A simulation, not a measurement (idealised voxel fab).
The document below concerns the process module designated voxel capacitor over wiring.
Cross-section cut spans 280 nm and uses square cells 5 nm in size.
The cross-sections in this document take the form of a grid made of square cells. They are written out as bands, in order from top to bottom. Each band consists of one or more rows of cells. Per band: top height and bottom height in nm, followed by the left-to-right materials and their widths in nm; "edge to edge" marks a single material spanning edge to edge, "air" marks empty space. It should be noted that heights are counted from 0, beneath which the wafer as supplied is of one material throughout, and that the lowest band possesses no lower boundary but continues downward, as written in "0..down". Quick explanation for "30..40": the width changes in equal steps down the rows of cells, from the first number in the band's top row to the second number in its bottom row. What does "remained unchanged" mean for a step? It means no cell of the cross-section changed in that step. If an empty space has no open way to the top and is at least 8 cells in size, "Sealed void list" lists it, written width x height at distance, where distance is measured from the left edge and every value is in nm. after a step's settings: what the simulator itself notes on the step. A step line may carry the setting "overlay nm", which, for steps involving a mask, states the distance by which the mask lay to the right of its intended position; negative values denote displacement to the left.
**Process steps - plan**
1: RECEIVE [material Si]
2: CONFORMAL_DEP [material SiO2] [thk nm 15]
3: CONFORMAL_DEP [material SiCN] [thk nm 5]
4: DIRECTIONAL_DEP [material lowk] [thk nm 25]
5: PATTERN [tone open] [mask id METAL_1] [material resist] [width nm 20] [pitch nm 90] [thk nm 15] [overlay nm 0]
6: DIRECTIONAL_ETCH [etch materials lowk] [depth nm 25]
7: DIRECTIONAL_ETCH [etch materials SiCN] [depth nm 5]
8: STRIP [etch materials resist]
9: CONFORMAL_DEP [material TiN] [thk nm 5]
10: FILL_DEP [material W] [thk nm 5]
11: CMP [height nm 45]
12: EPI [material Ru] [thk nm 5]
13: FILL_DEP [material SiCN] [thk nm 5]
14: DIRECTIONAL_DEP [material SiO2] [thk nm 20]
15: MASKED_ETCH [tone open] [mask id PLUG_1] [width nm 15] [etch materials SiO2] [depth nm 20] [overlay nm 0]
16: MASKED_ETCH [tone open] [mask id PLUG_1] [width nm 15] [etch materials SiCN] [depth nm 5] [overlay nm 0]
17: CONFORMAL_DEP [material TiN] [thk nm 5]
18: FILL_DEP [material W] [thk nm 10]
19: CMP [height nm 75]
20: DIRECTIONAL_DEP [material TiN] [thk nm 5]
21: DIRECTIONAL_DEP [material SiN] [thk nm 5]
22: DIRECTIONAL_DEP [material TiN] [thk nm 5]
23: MASKED_ETCH [tone cover] [mask id UPPER_PLATE] [width nm 75] [etch materials TiN] [depth nm 5] [overlay nm 0]
24: MASKED_ETCH [tone cover] [mask id UPPER_PLATE] [width nm 75] [etch materials SiN] [depth nm 5] [overlay nm 0]
25: MASKED_ETCH [tone cover] [mask id LOWER_PLATE] [width nm 85] [etch materials TiN] [depth nm 5] [overlay nm 0]
26: FILL_DEP [material SiO2] [thk nm 20]
27: CMP [height nm 105]
28: PATTERN [tone open] [mask id PLUG_2] [material resist] [width nm 15] [thk nm 15] [overlay nm 0]
29: DIRECTIONAL_ETCH [etch materials SiO2] [depth nm 15]
30: STRIP [etch materials resist]
31: CONFORMAL_DEP [material TiN] [thk nm 5]
32: FILL_DEP [material W] [thk nm 10]
33: CMP [height nm 105]
34: CONFORMAL_DEP [material SiN] [thk nm 5]
**First out of two wafers; run went to plan**
**Received-state cross-section, reflecting completion of step 1**
- 0..down: Si edge to edge
- Sealed void list: none
**Upon completion of step 2, the wafer appears in cross-section as shown**
- 15..0: SiO2 edge to edge
- Below a height of 0, the structure has not been altered.
**Upon completion of step 3, the wafer appears in cross-section as shown**
- 20..15: SiCN edge to edge
- Below a height of 15, the structure has not been altered.
**Upon completion of step 4, the wafer appears in cross-section as shown**
- 45..20: lowk edge to edge
- Below a height of 20, the structure has not been altered.
**Upon completion of step 5, the wafer appears in cross-section as shown**
- 60..45: 85 of resist, then 20 of air, then 70 of resist, then 20 of air, then 85 of resist
- Below a height of 45, the structure has not been altered.
**Upon completion of step 6, the wafer appears in cross-section as shown**
- 60..45: 85 of resist, then 20 of air, then 70 of resist, then 20 of air, then 85 of resist
- 45..20: 85 of lowk, then 20 of air, then 70 of lowk, then 20 of air, then 85 of lowk
- Below a height of 20, the structure has not been altered.
**Upon completion of step 7, the wafer appears in cross-section as shown**
- 60..45: 85 of resist, then 20 of air, then 70 of resist, then 20 of air, then 85 of resist
- 45..20: 85 of lowk, then 20 of air, then 70 of lowk, then 20 of air, then 85 of lowk
- 20..15: 85 of SiCN, then 20 of air, then 70 of SiCN, then 20 of air, then 85 of SiCN
- Below a height of 15, the structure has not been altered.
**Upon completion of step 8, the wafer appears in cross-section as shown**
- 45..20: 85 of lowk, then 20 of air, then 70 of lowk, then 20 of air, then 85 of lowk
- Below a height of 20, the structure has not been altered.
**Upon completion of step 9, the wafer appears in cross-section as shown**
- 50..45: 90 of TiN, then 10 of air, then 80 of TiN, then 10 of air, then 90 of TiN
- 45..20: 85 of lowk, then 5 of TiN, then 10 of air, then 5 of TiN, then 70 of lowk, then 5 of TiN, then 10 of air, then 5 of TiN, then 85 of lowk
- 20..15: 85 of SiCN, then 20 of TiN, then 70 of SiCN, then 20 of TiN, then 85 of SiCN
- Below a height of 15, the structure has not been altered.
**Upon completion of step 10, the wafer appears in cross-section as shown**
- 55..50: W edge to edge
- 50..45: 90 of TiN, then 10 of W, then 80 of TiN, then 10 of W, then 90 of TiN
- 45..20: 85 of lowk, then 5 of TiN, then 10 of W, then 5 of TiN, then 70 of lowk, then 5 of TiN, then 10 of W, then 5 of TiN, then 85 of lowk
- Below a height of 20, the structure has not been altered.
**Upon completion of step 11, the wafer appears in cross-section as shown**
- 45..20: 85 of lowk, then 5 of TiN, then 10 of W, then 5 of TiN, then 70 of lowk, then 5 of TiN, then 10 of W, then 5 of TiN, then 85 of lowk
- Below a height of 20, the structure has not been altered.
**Upon completion of step 12, the wafer appears in cross-section as shown**
- 50..45: 80 of air, then 30 of Ru, then 60 of air, then 30 of Ru, then 80 of air
- Below a height of 45, the structure has not been altered.
**Upon completion of step 13, the wafer appears in cross-section as shown**
- 55..50: SiCN edge to edge
- 50..45: 80 of SiCN, then 30 of Ru, then 60 of SiCN, then 30 of Ru, then 80 of SiCN
- Below a height of 45, the structure has not been altered.
**Upon completion of step 14, the wafer appears in cross-section as shown**
- 75..55: SiO2 edge to edge
- Below a height of 55, the structure has not been altered.
**Upon completion of step 15, the wafer appears in cross-section as shown**
- 75..55: 90 of SiO2, then 15 of air, then 175 of SiO2
- Below a height of 55, the structure has not been altered.
**Upon completion of step 16, the wafer appears in cross-section as shown**
- 75..55: 90 of SiO2, then 15 of air, then 175 of SiO2
- 55..50: 90 of SiCN, then 15 of air, then 175 of SiCN
- Below a height of 50, the structure has not been altered.
**Upon completion of step 17, the wafer appears in cross-section as shown**
- 80..75: 95 of TiN, then 5 of air, then 180 of TiN
- 75..55: 90 of SiO2, then 5 of TiN, then 5 of air, then 5 of TiN, then 175 of SiO2
- 55..50: 90 of SiCN, then 15 of TiN, then 175 of SiCN
- Below a height of 50, the structure has not been altered.
**Upon completion of step 18, the wafer appears in cross-section as shown**
- 90..80: W edge to edge
- 80..75: 95 of TiN, then 5 of W, then 180 of TiN
- 75..55: 90 of SiO2, then 5 of TiN, then 5 of W, then 5 of TiN, then 175 of SiO2
- Below a height of 55, the structure has not been altered.
**Upon completion of step 19, the wafer appears in cross-section as shown**
- 75..55: 90 of SiO2, then 5 of TiN, then 5 of W, then 5 of TiN, then 175 of SiO2
- Below a height of 55, the structure has not been altered.
**Upon completion of step 20, the wafer appears in cross-section as shown**
- 80..75: TiN edge to edge
- Below a height of 75, the structure has not been altered.
**Upon completion of step 21, the wafer appears in cross-section as shown**
- 85..80: SiN edge to edge
- Below a height of 80, the structure has not been altered.
**Upon completion of step 22, the wafer appears in cross-section as shown**
- 90..85: TiN edge to edge
- Below a height of 85, the structure has not been altered.
**Upon completion of step 23, the wafer appears in cross-section as shown**
- 90..85: 90 of air, then 75 of TiN, then 115 of air
- Below a height of 85, the structure has not been altered.
**Upon completion of step 24, the wafer appears in cross-section as shown**
- 90..85: 90 of air, then 75 of TiN, then 115 of air
- 85..80: 90 of air, then 75 of SiN, then 115 of air
- Below a height of 80, the structure has not been altered.
**Upon completion of step 25, the wafer appears in cross-section as shown**
- 90..85: 90 of air, then 75 of TiN, then 115 of air
- 85..80: 90 of air, then 75 of SiN, then 115 of air
- 80..75: 85 of air, then 85 of TiN, then 110 of air
- Below a height of 75, the structure has not been altered.
**Upon completion of step 26, the wafer appears in cross-section as shown**
- 110..90: SiO2 edge to edge
- 90..85: 90 of SiO2, then 75 of TiN, then 115 of SiO2
- 85..80: 90 of SiO2, then 75 of SiN, then 115 of SiO2
- 80..75: 85 of SiO2, then 85 of TiN, then 110 of SiO2
- Below a height of 75, the structure has not been altered.
**Upon completion of step 27, the wafer appears in cross-section as shown**
- 105..90: SiO2 edge to edge
- Below a height of 90, the structure has not been altered.
**Upon completion of step 28, the wafer appears in cross-section as shown**
- 120..105: 100 of resist, then 15 of air, then 165 of resist
- Below a height of 105, the structure has not been altered.
**Upon completion of step 29, the wafer appears in cross-section as shown**
- 120..105: 100 of resist, then 15 of air, then 165 of resist
- 105..90: 100 of SiO2, then 15 of air, then 165 of SiO2
- Below a height of 90, the structure has not been altered.
**Upon completion of step 30, the wafer appears in cross-section as shown**
- 105..90: 100 of SiO2, then 15 of air, then 165 of SiO2
- Below a height of 90, the structure has not been altered.
**Upon completion of step 31, the wafer appears in cross-section as shown**
- 110..105: 105 of TiN, then 5 of air, then 170 of TiN
- 105..95: 100 of SiO2, then 5 of TiN, then 5 of air, then 5 of TiN, then 165 of SiO2
- 95..85: 100..90 of SiO2, then 15..75 of TiN, then 165..115 of SiO2
- Below a height of 85, the structure has not been altered.
**Upon completion of step 32, the wafer appears in cross-section as shown**
- 120..110: W edge to edge
- 110..105: 105 of TiN, then 5 of W, then 170 of TiN
- 105..95: 100 of SiO2, then 5 of TiN, then 5 of W, then 5 of TiN, then 165 of SiO2
- Below a height of 95, the structure has not been altered.
**Upon completion of step 33, the wafer appears in cross-section as shown**
- 105..95: 100 of SiO2, then 5 of TiN, then 5 of W, then 5 of TiN, then 165 of SiO2
- Below a height of 95, the structure has not been altered.
**Upon completion of step 34, the wafer appears in cross-section as shown**
- 110..105: SiN edge to edge
- Below a height of 105, the structure has not been altered.
**Second wafer: same start and same plan as the first, one execution error; identical to the first through step 22**
**Second wafer at the planned finish of step 23, seen in cross-section**
- 90..85: 90 of TiN, then 75 of air, then 115 of TiN
- Below a height of 85, the structure has not been altered.
Second wafer at the planned finish of step 24, seen in cross-section: remained unchanged
**Second wafer at the planned finish of step 25, seen in cross-section**
- 90..85: 85 of air, then 5 of TiN, then 75 of air, then 5 of TiN, then 110 of air
- Below a height of 85, the structure has not been altered.
**Second wafer at the planned finish of step 26, seen in cross-section**
- 110..90: SiO2 edge to edge
- 90..85: 85 of SiO2, then 5 of TiN, then 75 of SiO2, then 5 of TiN, then 110 of SiO2
- Below a height of 85, the structure has not been altered.
**Second wafer at the planned finish of step 27, seen in cross-section**
- 105..90: SiO2 edge to edge
- Below a height of 90, the structure has not been altered.
**Second wafer at the planned finish of step 28, seen in cross-section**
- 120..105: 100 of resist, then 15 of air, then 165 of resist
- Below a height of 105, the structure has not been altered.
**Second wafer at the planned finish of step 29, seen in cross-section**
- 120..105: 100 of resist, then 15 of air, then 165 of resist
- 105..90: 100 of SiO2, then 15 of air, then 165 of SiO2
- Below a height of 90, the structure has not been altered.
**Second wafer at the planned finish of step 30, seen in cross-section**
- 105..90: 100 of SiO2, then 15 of air, then 165 of SiO2
- Below a height of 90, the structure has not been altered.
**Second wafer at the planned finish of step 31, seen in cross-section**
- 110..105: 105 of TiN, then 5 of air, then 170 of TiN
- 105..95: 100 of SiO2, then 5 of TiN, then 5 of air, then 5 of TiN, then 165 of SiO2
- 95..90: 100 of SiO2, then 15 of TiN, then 165 of SiO2
- Below a height of 90, the structure has not been altered.
**Second wafer at the planned finish of step 32, seen in cross-section**
- 120..110: W edge to edge
- 110..105: 105 of TiN, then 5 of W, then 170 of TiN
- 105..95: 100 of SiO2, then 5 of TiN, then 5 of W, then 5 of TiN, then 165 of SiO2
- Below a height of 95, the structure has not been altered.
**Second wafer at the planned finish of step 33, seen in cross-section**
- 105..95: 100 of SiO2, then 5 of TiN, then 5 of W, then 5 of TiN, then 165 of SiO2
- Below a height of 95, the structure has not been altered.
**Second wafer at the planned finish of step 34, seen in cross-section**
- 110..105: SiN edge to edge
- Below a height of 105, the structure has not been altered.
Heads up, the wafer didn't run the way we planned it: off-plan run, step 23, actual operation and settings MASKED_ETCH [tone open] [mask id UPPER_PLATE] [width nm 75] [etch materials TiN] [depth nm 5] [overlay nm 0]
Counted in cells at the end, the second wafer holds more or fewer of these materials than the first: SiN +41 | SiO2 -67 | TiN +26
